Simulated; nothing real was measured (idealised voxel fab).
You're looking at the process module voxel trench capacitor.
The cross-section shown here is cut; it is 245 nm wide and divided into square cells measuring 5 nm on a side.
The cross-sections in this document take the form of a grid made of square cells. They are written out as bands, in order from top to bottom. Each band consists of one or more rows of cells. Heights first: top, then bottom, in nm. Then materials, left to right, each with a width in nm. "everywhere" on a single material: fills the band edge to edge. "empty": empty space. Where do heights start? At 0: under that level the wafer as delivered is made of one material only. And the lowest band has no floor; it just carries on downward, as in "z 0 and below". Think of "30 to 40" as a width that walks from the first number to the second as you go down the band, top row to bottom row, taking equal-sized steps from row to row. What does "nothing altered" mean for a step? It means no cell of the cross-section changed in that step. Enclosed voids (no open way to top), threshold 8 cells or more, entry "Closed internal voids", notation width x height at distance, distance from left edge, nm. after a step's settings: what the simulator itself notes on the step. overlay nm, on a step with a mask: how far to the right of its planned place the mask lay; to the left if negative.
Plan:
| 1 | op RECEIVE | material Si |
| 2 | op CONFORMAL_DEP | material SiN | thk nm 5 |
| 3 | op PATTERN | tone open | mask id TRENCH | material resist | width nm 25 | pitch nm 50 | thk nm 15 | overlay nm 0 |
| 4 | op DIRECTIONAL_ETCH | etch materials SiN | depth nm 5 |
| 5 | op DIRECTIONAL_ETCH | etch materials Si | depth nm 40 |
| 6 | op STRIP | etch materials resist |
| 7 | op CONFORMAL_DEP | material Al2O3 | thk nm 5 |
| 8 | op CONFORMAL_DEP | material TiN | thk nm 5 |
| 9 | op FILL_DEP | material W | thk nm 10 |
| 10 | op CMP | height nm 5 |
Delivered wafer in cross-section: state after step 1:
- z 0 and below  Si everywhere
- Closed internal voids: none
Sectioned view, first of two wafers, at the close of the module, processed as intended in the plan:
- z 5 to 0  SiN: 85, Al2O3: 5, TiN: 5, W: 5, TiN: 5, Al2O3: 5, SiN: 25, Al2O3: 5, TiN: 5, W: 5, TiN: 5, Al2O3: 5, SiN: 85
- z 0 to -30  Si: 85, Al2O3: 5, TiN: 5, W: 5, TiN: 5, Al2O3: 5, Si: 25, Al2O3: 5, TiN: 5, W: 5, TiN: 5, Al2O3: 5, Si: 85
- z -30 to -35  Si: 85, Al2O3: 5, TiN: 15, Al2O3: 5, Si: 25, Al2O3: 5, TiN: 15, Al2O3: 5, Si: 85
- z -35 to -40  Si: 85, Al2O3: 25, Si: 25, Al2O3: 25, Si: 85
- z -40 and below  Si everywhere
- Closed internal voids: none
Cross-section at end of module for the second wafer of two, which matched the first in starting point and plan and differed by one mistake in its processing:
- z 5 to 0  SiN: 85, TiN: 5, Al2O3: 5, W: 5, Al2O3: 5, TiN: 5, SiN: 25, TiN: 5, Al2O3: 5, W: 5, Al2O3: 5, TiN: 5, SiN: 85
- z 0 to -30  Si: 85, TiN: 5, Al2O3: 5, W: 5, Al2O3: 5, TiN: 5, Si: 25, TiN: 5, Al2O3: 5, W: 5, Al2O3: 5, TiN: 5, Si: 85
- z -30 to -35  Si: 85, TiN: 5, Al2O3: 15, TiN: 5, Si: 25, TiN: 5, Al2O3: 15, TiN: 5, Si: 85
- z -35 to -40  Si: 85, TiN: 25, Si: 25, TiN: 25, Si: 85
- z -40 and below  Si everywhere
- Closed internal voids: none
It is concluded that the wafer was processed incorrectly with respect to the plan, in that sequence error: steps 7 and 8 interchanged
at the end the second wafer has, in cells: -8 Al2O3; +8 TiN
